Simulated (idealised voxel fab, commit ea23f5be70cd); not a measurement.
A process module follows: voxel local oxidation.
Shown is cross-section cut, with a width of 155 nm and square cells of size 5 nm.
For the purposes of this document, a cross-section shall be understood as a grid of square cells, specified as bands listed in top-to-bottom order, each band consisting of one or more rows of cells.
In this notation a band is specified by the heights of its top and bottom, in that order and in nm, after which its materials appear from left to right, each paired with its width in nm. The word "throughout" attached to a single material means that material fills the band from edge to edge; the word "air" stands for empty space.
Heads up on the height convention: 0 is the point under which the incoming wafer is all one material, and the lowest band has no bottom, it just keeps going down, like "0 nm and below".
The expression "30 to 40" gives the width at the extremes of the band, the first number at its top row of cells and the second at its bottom row, with the width changing by equal amounts from each row to the next in between.
Where the words "no modifications" appear for a step, the cross-section shows no cell changed by that step; every cell remained as before.
For the entry "Closed void entries", the listed items are empty spaces with no open way to the top whose size is 8 cells or more; each item follows the pattern width x height at distance, where distance is from the left edge and all three are in nm.
Anything after a step's settings on that line? It's the simulator's own note about the step.
The line of a step may include "overlay nm". On a step with a mask, this value is how far to the right of its planned place the mask lay. A negative value means the mask lay to the left.
The planned process steps are enumerated hereunder
1 RECEIVE [material Si]
2 CONFORMAL_DEP [material SiO2] [thk nm 5]
3 CONFORMAL_DEP [material SiN] [thk nm 10]
4 DIRECTIONAL_DEP [material aC] [thk nm 15]
5 PATTERN [tone cover] [mask id ACTIVE] [material resist] [width nm 125] [thk nm 30] [overlay nm 0]
6 DIRECTIONAL_ETCH [etch materials aC] [depth nm 15]
7 STRIP [etch materials resist]
8 DIRECTIONAL_ETCH [etch materials SiN] [depth nm 10]
9 STRIP [etch materials aC]
10 SELECTIVE_ETCH [etch materials SiO2] [depth nm 5]
11 OXIDIZE [depth nm 10]
12 STRIP [etch materials SiN]
Incoming wafer, cross-sectional view, post step 1
- 0 nm and below = Si throughout
- Closed void entries: none
Wafer cross-section at module end: first of two, run to plan
- 5 nm to 0 nm = air=20, then SiO2=115, then air=20
- 0 nm to -10 nm = SiO2=30, then Si=95, then SiO2=30
- -10 nm and below = Si throughout
- Closed void entries: none
Second of two wafers, module complete, sectioned: it shares the first wafer's start and plan but was run with one mistake
- 0 nm to -10 nm = SiO2=25, then Si=105, then SiO2=25
- -10 nm and below = Si throughout
- Closed void entries: none
Against the plan, the run slipped here: plan step 2 skipped
At the finish, the second wafer shows more or fewer cells for some materials than the first does: +4 Si; -27 SiO2
